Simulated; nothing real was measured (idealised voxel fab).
This is a process module. Its name is voxel fin reveal.
The cross-section on display is named cut; it measures 295 nm wide, and its cells are 5 nm squares.
If you're reading a cross-section in this doc, picture square cells in a grid; it comes to you as bands, top ones listed first down to the bottom, and a band can be one or more rows of cells. It is stipulated that each band's entry specify, in nanometres, the height of the top of the band and then that of its bottom, followed by the materials of the band in left-to-right sequence, each together with its width in nanometres. A single material marked by the word "throughout" is understood to fill the band from edge to edge; the word "blank" is understood to denote empty space. Zero point of the height axis is 0; under it, received wafer = one material. Lowest band: continues down indefinitely, "0 nm and below". Width: "30->40" (first number = top row, second number = bottom row, same change from row to row of cells). Where a step carries "nothing changed", the cross-section came out of it unchanged, cell for cell. Reported under the label "Sealed cavities" are the empty spaces having no open way to the top and comprising 8 cells or more; the notation for each is width x height at distance, in which the distance is measured from the left edge and all three values are in nm. Text after the settings on a step's line: the simulator's own remark on that step. overlay nm: mask offset rightward from planned place, masked step; negative means leftward offset.
-- List of planned process steps
| 1 | op RECEIVE | material Si |
| 2 | op CONFORMAL_DEP | material SiN | thk nm 5 |
| 3 | op PATTERN | tone cover | mask id FINS | material resist | width nm 15 | pitch nm 40 | thk nm 15 | overlay nm 0 |
| 4 | op DIRECTIONAL_ETCH | etch materials SiN | depth nm 5 |
| 5 | op DIRECTIONAL_ETCH | etch materials Si | depth nm 40 |
| 6 | op STRIP | etch materials resist |
| 7 | op FILL_DEP | material SiO2 | thk nm 5 |
| 8 | op CMP | height nm 5 |
| 9 | op SELECTIVE_ETCH | etch materials SiO2 | depth nm 30 |
| 10 | op STRIP | etch materials SiN |
| 11 | op CONFORMAL_DEP | material SiO2 | thk nm 5 |
-- The first of two wafers, run as planned
-- Cross-section of the wafer upon arrival, representing the state reached after step 1
- 0 nm and below: Si throughout
- Sealed cavities: none
-- The wafer in cross-section once step 2 is complete
- 5 nm to 0 nm: SiN throughout
- Unchanged below 0.
-- The wafer in cross-section once step 3 is complete
- 20 nm to 5 nm: blank 80 nm, resist 15 nm, blank 25 nm, resist 15 nm, blank 25 nm, resist 15 nm, blank 25 nm, resist 15 nm, blank 80 nm
- Unchanged below 5.
-- The wafer in cross-section once step 4 is complete
- 20 nm to 5 nm: blank 80 nm, resist 15 nm, blank 25 nm, resist 15 nm, blank 25 nm, resist 15 nm, blank 25 nm, resist 15 nm, blank 80 nm
- 5 nm to 0 nm: blank 80 nm, SiN 15 nm, blank 25 nm, SiN 15 nm, blank 25 nm, SiN 15 nm, blank 25 nm, SiN 15 nm, blank 80 nm
- Unchanged below 0.
-- The wafer in cross-section once step 5 is complete
- 20 nm to 5 nm: blank 80 nm, resist 15 nm, blank 25 nm, resist 15 nm, blank 25 nm, resist 15 nm, blank 25 nm, resist 15 nm, blank 80 nm
- 5 nm to 0 nm: blank 80 nm, SiN 15 nm, blank 25 nm, SiN 15 nm, blank 25 nm, SiN 15 nm, blank 25 nm, SiN 15 nm, blank 80 nm
- 0 nm to -40 nm: blank 80 nm, Si 15 nm, blank 25 nm, Si 15 nm, blank 25 nm, Si 15 nm, blank 25 nm, Si 15 nm, blank 80 nm
- Unchanged below -40.
-- The wafer in cross-section once step 6 is complete
- 5 nm to 0 nm: blank 80 nm, SiN 15 nm, blank 25 nm, SiN 15 nm, blank 25 nm, SiN 15 nm, blank 25 nm, SiN 15 nm, blank 80 nm
- Unchanged below 0.
-- The wafer in cross-section once step 7 is complete
- 10 nm to 5 nm: SiO2 throughout
- 5 nm to 0 nm: SiO2 80 nm, SiN 15 nm, SiO2 25 nm, SiN 15 nm, SiO2 25 nm, SiN 15 nm, SiO2 25 nm, SiN 15 nm, SiO2 80 nm
- 0 nm to -40 nm: SiO2 80 nm, Si 15 nm, SiO2 25 nm, Si 15 nm, SiO2 25 nm, Si 15 nm, SiO2 25 nm, Si 15 nm, SiO2 80 nm
- Unchanged below -40.
-- The wafer in cross-section once step 8 is complete
- 5 nm to 0 nm: SiO2 80 nm, SiN 15 nm, SiO2 25 nm, SiN 15 nm, SiO2 25 nm, SiN 15 nm, SiO2 25 nm, SiN 15 nm, SiO2 80 nm
- Unchanged below 0.
-- The wafer in cross-section once step 9 is complete
- 5 nm to 0 nm: blank 80 nm, SiN 15 nm, blank 25 nm, SiN 15 nm, blank 25 nm, SiN 15 nm, blank 25 nm, SiN 15 nm, blank 80 nm
- 0 nm to -25 nm: blank 80 nm, Si 15 nm, blank 25 nm, Si 15 nm, blank 25 nm, Si 15 nm, blank 25 nm, Si 15 nm, blank 80 nm
- Unchanged below -25.
-- The wafer in cross-section once step 10 is complete
- 0 nm to -25 nm: blank 80 nm, Si 15 nm, blank 25 nm, Si 15 nm, blank 25 nm, Si 15 nm, blank 25 nm, Si 15 nm, blank 80 nm
- Unchanged below -25.
-- The wafer in cross-section once step 11 is complete
- 5 nm to 0 nm: blank 75 nm, SiO2 25 nm, blank 15 nm, SiO2 25 nm, blank 15 nm, SiO2 25 nm, blank 15 nm, SiO2 25 nm, blank 75 nm
- 0 nm to -20 nm: blank 75 nm, SiO2 5 nm, Si 15 nm, SiO2 5 nm, blank 15 nm, SiO2 5 nm, Si 15 nm, SiO2 5 nm, blank 15 nm, SiO2 5 nm, Si 15 nm, SiO2 5 nm, blank 15 nm, SiO2 5 nm, Si 15 nm, SiO2 5 nm, blank 75 nm
- -20 nm to -40 nm: SiO2 80 nm, Si 15 nm, SiO2 25 nm, Si 15 nm, SiO2 25 nm, Si 15 nm, SiO2 25 nm, Si 15 nm, SiO2 80 nm
- Unchanged below -40.
-- Second wafer - shared start and plan with the first - one error in running - same as the first up to step 2 inclusive
-- Second wafer: cross-section at the scheduled end of step 3
- 20 nm to 5 nm: blank 75 nm, resist 25 nm, blank 15 nm, resist 25 nm, blank 15 nm, resist 25 nm, blank 15 nm, resist 25 nm, blank 75 nm
- Unchanged below 5.
-- Second wafer: cross-section at the scheduled end of step 4
- 20 nm to 5 nm: blank 75 nm, resist 25 nm, blank 15 nm, resist 25 nm, blank 15 nm, resist 25 nm, blank 15 nm, resist 25 nm, blank 75 nm
- 5 nm to 0 nm: blank 75 nm, SiN 25 nm, blank 15 nm, SiN 25 nm, blank 15 nm, SiN 25 nm, blank 15 nm, SiN 25 nm, blank 75 nm
- Unchanged below 0.
-- Second wafer: cross-section at the scheduled end of step 5
- 20 nm to 5 nm: blank 75 nm, resist 25 nm, blank 15 nm, resist 25 nm, blank 15 nm, resist 25 nm, blank 15 nm, resist 25 nm, blank 75 nm
- 5 nm to 0 nm: blank 75 nm, SiN 25 nm, blank 15 nm, SiN 25 nm, blank 15 nm, SiN 25 nm, blank 15 nm, SiN 25 nm, blank 75 nm
- 0 nm to -40 nm: blank 75 nm, Si 25 nm, blank 15 nm, Si 25 nm, blank 15 nm, Si 25 nm, blank 15 nm, Si 25 nm, blank 75 nm
- Unchanged below -40.
-- Second wafer: cross-section at the scheduled end of step 6
- 5 nm to 0 nm: blank 75 nm, SiN 25 nm, blank 15 nm, SiN 25 nm, blank 15 nm, SiN 25 nm, blank 15 nm, SiN 25 nm, blank 75 nm
- Unchanged below 0.
-- Second wafer: cross-section at the scheduled end of step 7
- 10 nm to 5 nm: SiO2 throughout
- 5 nm to 0 nm: SiO2 75 nm, SiN 25 nm, SiO2 15 nm, SiN 25 nm, SiO2 15 nm, SiN 25 nm, SiO2 15 nm, SiN 25 nm, SiO2 75 nm
- 0 nm to -40 nm: SiO2 75 nm, Si 25 nm, SiO2 15 nm, Si 25 nm, SiO2 15 nm, Si 25 nm, SiO2 15 nm, Si 25 nm, SiO2 75 nm
- Unchanged below -40.
-- Second wafer: cross-section at the scheduled end of step 8
- 5 nm to 0 nm: SiO2 75 nm, SiN 25 nm, SiO2 15 nm, SiN 25 nm, SiO2 15 nm, SiN 25 nm, SiO2 15 nm, SiN 25 nm, SiO2 75 nm
- Unchanged below 0.
-- Second wafer: cross-section at the scheduled end of step 9
- 5 nm to 0 nm: blank 75 nm, SiN 25 nm, blank 15 nm, SiN 25 nm, blank 15 nm, SiN 25 nm, blank 15 nm, SiN 25 nm, blank 75 nm
- 0 nm to -25 nm: blank 75 nm, Si 25 nm, blank 15 nm, Si 25 nm, blank 15 nm, Si 25 nm, blank 15 nm, Si 25 nm, blank 75 nm
- Unchanged below -25.
-- Second wafer: cross-section at the scheduled end of step 10
- 0 nm to -25 nm: blank 75 nm, Si 25 nm, blank 15 nm, Si 25 nm, blank 15 nm, Si 25 nm, blank 15 nm, Si 25 nm, blank 75 nm
- Unchanged below -25.
-- Second wafer: cross-section at the scheduled end of step 11
- 5 nm to 0 nm: blank 70 nm, SiO2 35 nm, blank 5 nm, SiO2 35 nm, blank 5 nm, SiO2 35 nm, blank 5 nm, SiO2 35 nm, blank 70 nm
- 0 nm to -20 nm: blank 70 nm, SiO2 5 nm, Si 25 nm, SiO2 5 nm, blank 5 nm, SiO2 5 nm, Si 25 nm, SiO2 5 nm, blank 5 nm, SiO2 5 nm, Si 25 nm, SiO2 5 nm, blank 5 nm, SiO2 5 nm, Si 25 nm, SiO2 5 nm, blank 70 nm
- -20 nm to -40 nm: SiO2 75 nm, Si 25 nm, SiO2 15 nm, Si 25 nm, SiO2 15 nm, Si 25 nm, SiO2 15 nm, Si 25 nm, SiO2 75 nm
- Unchanged below -40.
Heads up, the wafer didn't run the way we planned it: heads up, step 3 didn't go per plan, it actually ran as op PATTERN | tone cover | mask id FINS | material resist | width nm 25 | pitch nm 40 | thk nm 15 | overlay nm 0
Final wafer comparison in cells, second versus first, more or fewer per material: Si +64, SiO2 -24
